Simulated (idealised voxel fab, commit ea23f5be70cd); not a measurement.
The process module presented herein is designated voxel self aligned contacts.
For reference, the cross-section in this document is cut, with width 155 nm and square cells of 5 nm.
Cross-section, as written here: a square-cell grid given band by band from the top down, where a band holds one or more rows of cells.
Heads up on the band format: heights come first, top then bottom, in nm. After that it's the materials left to right, each with its width in nm. A single material flagged "everywhere" fills the whole band edge to edge, and "blank" means there's empty space there.
Heads up on the height convention: 0 is the point under which the incoming wafer is all one material, and the lowest band has no bottom, it just keeps going down, like "0 and below".
Graded width ("30 to 40"): value in top row of band = first number; value in bottom row = second number; row-to-row change constant.
When a step is marked "no modification", none of the cells in the cross-section changed during that step.
Under "Cavities, sealed" you'll find the enclosed gaps, the ones with no way out to the top, that are 8 cells or bigger; each reads width x height at distance, with distance counted from the left edge, everything in nm.
The remark found on a step's line after its settings is issued by the simulator itself and pertains to that step.
You can add "overlay nm" to a step's line. For a step with a mask, it describes how far the mask lay to the right of its planned position, and a negative number describes a lay to the left.

**The planned process steps are enumerated hereunder**
1: RECEIVE with material Si
2: CONFORMAL_DEP with material SiO2, thk nm 5
3: DIRECTIONAL_DEP with material polySi, thk nm 20
4: DIRECTIONAL_DEP with material SiN, thk nm 15
5: PATTERN with tone cover, mask id GATE, material resist, width nm 30, pitch nm 55, thk nm 20, overlay nm 0
6: DIRECTIONAL_ETCH with etch materials SiN, depth nm 15
7: DIRECTIONAL_ETCH with etch materials polySi, depth nm 20
8: STRIP with etch materials resist
9: CONFORMAL_DEP with material SiN, thk nm 5
10: DIRECTIONAL_ETCH with etch materials SiN, depth nm 5
11: FILL_DEP with material SiO2, thk nm 10
12: CMP with height nm 45
13: DIRECTIONAL_DEP with material aC, thk nm 10
14: PATTERN with tone open, mask id CONTACT, material resist, width nm 35, thk nm 30, overlay nm -15
15: DIRECTIONAL_ETCH with etch materials aC, depth nm 10
16: STRIP with etch materials resist
17: DIRECTIONAL_ETCH with etch materials SiO2, depth nm 45
18: STRIP with etch materials aC
19: CONFORMAL_DEP with material TiN, thk nm 5
20: FILL_DEP with material W, thk nm 10
21: CMP with height nm 45
22: CONFORMAL_DEP with material SiCN, thk nm 5
varied across the wafers: overlay nm of step 14. The plan shows the first wafer's value. All wafers start alike

**First of several wafers (as received, post step 1), cross-sectional view**
  0 and below | Si everywhere
  Cavities, sealed: none

**Where each wafer stands at the end of the module, a row apiece: cells of each material gained (+) or lost (-) since it was received, then closed voids**
overlay nm -15 | +31 SiCN | +64 SiN | +144 SiO2 | +23 TiN | +48 polySi | Cavities, sealed: none
overlay nm -10 | +31 SiCN | +64 SiN | +136 SiO2 | +23 TiN | +8 W | +48 polySi | Cavities, sealed: none
overlay nm -5 | +31 SiCN | +64 SiN | +136 SiO2 | +23 TiN | +8 W | +48 polySi | Cavities, sealed: none
overlay nm 0 | +31 SiCN | +64 SiN | +136 SiO2 | +23 TiN | +8 W | +48 polySi | Cavities, sealed: none
overlay nm 5 | +31 SiCN | +64 SiN | +136 SiO2 | +23 TiN | +8 W | +48 polySi | Cavities, sealed: none
overlay nm 10 | +31 SiCN | +64 SiN | +136 SiO2 | +23 TiN | +8 W | +48 polySi | Cavities, sealed: none
overlay nm 15 | +31 SiCN | +64 SiN | +144 SiO2 | +23 TiN | +48 polySi | Cavities, sealed: none
